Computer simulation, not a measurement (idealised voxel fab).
Documented hereafter: the process module known as voxel fin reveal.
Each square cell in cross-section cut measures 5 nm, and the section as a whole is 185 nm wide.
Each cross-section below is a grid of square cells, stated as bands in top-down order, with one or more rows of cells making up each band.
The band entry comprises the height of the band's top followed by the height of its bottom, expressed in nm, and subsequently the band's materials from left to right, each stated together with its width in nm. Where a single material is marked with the word "all across", that material fills the band from edge to edge. The word "air" represents empty space.
All heights in this document are referenced to 0, defined as the level beneath which the wafer, as received, consists entirely of one material. The lowest band is not bounded below; it extends indefinitely downward and is written in the form "0 nm and below".
Width: "30->40" (first number = top row, second number = bottom row, same change from row to row of cells).
No cell of the cross-section changed in a step that is given as "no modification".
Look at "Catalogued sealed voids" for the closed voids: empty spaces with no open path to the top, sized 8 cells or up. Each is width x height at distance, distance from the left edge, all nm.
What comes after the settings on a step's line is commentary from the simulator itself on that step.
When a step includes a mask, the "overlay nm" setting on its line states how far to the right of its planned place that mask lay, and negative values state how far to the left.

PLANNED PROCESS STEPS
step 1: op RECEIVE | material Si
step 2: op CONFORMAL_DEP | material SiN | thk nm 10
step 3: op MASKED_ETCH | tone cover | mask id FINS | width nm 15 | pitch nm 35 | etch materials SiN | depth nm 10 | overlay nm 0
step 4: op MASKED_ETCH | tone cover | mask id FINS | width nm 15 | pitch nm 35 | etch materials Si | depth nm 40 | overlay nm 0
step 5: op FILL_DEP | material SiO2 | thk nm 5
step 6: op CMP | height nm 10
step 7: op SELECTIVE_ETCH | etch materials SiO2 | depth nm 30
step 8: op STRIP | etch materials SiN
step 9: op CONFORMAL_DEP | material HfO2 | thk nm 5

AS RECEIVED (POST STEP 1): CROSS-SECTION
> 0 nm and below  Si all across
> Catalogued sealed voids: none

WAFER CROSS-SECTION AT MODULE END: FIRST OF TWO, RUN TO PLAN
> 5 nm to 0 nm  air=60, then HfO2=25, then air=10, then HfO2=25, then air=65
> 0 nm to -15 nm  air=60, then HfO2=5, then Si=15, then HfO2=5, then air=10, then HfO2=5, then Si=15, then HfO2=5, then air=65
> -15 nm to -20 nm  HfO2=65, then Si=15, then HfO2=20, then Si=15, then HfO2=70
> -20 nm to -40 nm  SiO2=65, then Si=15, then SiO2=20, then Si=15, then SiO2=70
> -40 nm and below  Si all across
> Catalogued sealed voids: none

THIS IS THE SECOND OF THE TWO WAFERS, CROSS-SECTIONED AT THE END OF THE MODULE; IT STARTED EXACTLY LIKE THE FIRST AND WAS GIVEN THE SAME PLAN, BUT IT WAS RUN WITH ONE MISTAKE
> 15 nm to 10 nm  air=60, then HfO2=25, then air=10, then HfO2=25, then air=65
> 10 nm to 0 nm  air=60, then HfO2=5, then SiN=15, then HfO2=5, then air=10, then HfO2=5, then SiN=15, then HfO2=5, then air=65
> 0 nm to -35 nm  air=60, then HfO2=5, then Si=15, then HfO2=5, then air=10, then HfO2=5, then Si=15, then HfO2=5, then air=65
> -35 nm to -40 nm  HfO2=65, then Si=15, then HfO2=20, then Si=15, then HfO2=70
> -40 nm and below  Si all across
> Catalogued sealed voids: none
It is concluded that the wafer was processed incorrectly with respect to the plan, in that it should be noted that step 8 was executed with settings other than those planned, the operation and settings actually applied being op STRIP | etch materials SiO2
Cell-count delta at end, second wafer over first, by material: HfO2 +24 | SiN +12 | SiO2 -124
